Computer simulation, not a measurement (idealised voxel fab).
Process module heading - voxel spacer lines
240 nm wide, 5 nm square cells: that's cross-section cut.
In what follows, cross-sections appear as grids of square cells, described through bands that run from the top down, where every band is one or more rows of cells.
Per band: top height and bottom height in nm, followed by the left-to-right materials and their widths in nm; "all across" marks a single material spanning edge to edge, "empty" marks empty space.
A quick word on heights: they are counted from 0, and under that level the wafer as it came to us is one material throughout. The lowest band is different from the rest in having no bottom; it simply continues downward, written as in "0 down".
Note: "30 to 40" means the width goes from the first number (top row of the band) to the second number (bottom row) in equal steps per row of cells.
Reading "same as before" for a step: not a cell of the cross-section changed in it.
The list in "Closed cavities" covers empty spaces of 8 cells or more that cannot reach the top through any open way, and it gives each as width x height at distance; the distance is from the left edge, and width, height and distance are in nm.
On a step's line, text after the settings is the simulator commenting on that step.
overlay nm: mask right of planned place by this much (step with mask). Neg. = left.
Process steps - plan:
| 1 | RECEIVE (material Si) |
| 2 | CONFORMAL_DEP (material Al2O3; thk nm 10) |
| 3 | DIRECTIONAL_DEP (material polySi; thk nm 15) |
| 4 | DIRECTIONAL_DEP (material aC; thk nm 25) |
| 5 | PATTERN (tone cover; mask id MANDREL; material resist; width nm 25; pitch nm 70; thk nm 30; overlay nm 0) |
| 6 | DIRECTIONAL_ETCH (etch materials aC; depth nm 25) |
| 7 | STRIP (etch materials resist) |
| 8 | CONFORMAL_DEP (material SiN; thk nm 10) |
| 9 | DIRECTIONAL_ETCH (etch materials SiN; depth nm 10) |
| 10 | STRIP (etch materials aC) |
| 11 | DIRECTIONAL_ETCH (etch materials polySi; depth nm 15) |
| 12 | STRIP (etch materials SiN) |
As received, after step 1:
> 0 down: Si all across
> Closed cavities: none
Wafer cross-section at module end: first of two, run to plan:
> 25 to 10: 60 nm empty / 10 nm polySi / 25 nm empty / 10 nm polySi / 25 nm empty / 10 nm polySi / 25 nm empty / 10 nm polySi / 65 nm empty
> 10 to 0: Al2O3 all across
> 0 down: Si all across
> Closed cavities: none
Presented here is a cross-section of the second of the two wafers as it stood at the end of the module. It was started in the same manner and assigned the same plan as the first wafer; however, one mistake was made in its execution:
> 15 to 0: 60 nm empty / 10 nm polySi / 25 nm empty / 10 nm polySi / 25 nm empty / 10 nm polySi / 25 nm empty / 10 nm polySi / 65 nm empty
> 0 down: Si all across
> Closed cavities: none
Misprocessing identified: step 2 of the plan was jumped over and never run
In the final state, the cell counts of the second wafer exceed or fall short of those of the first for the following materials: 96 fewer of Al2O3
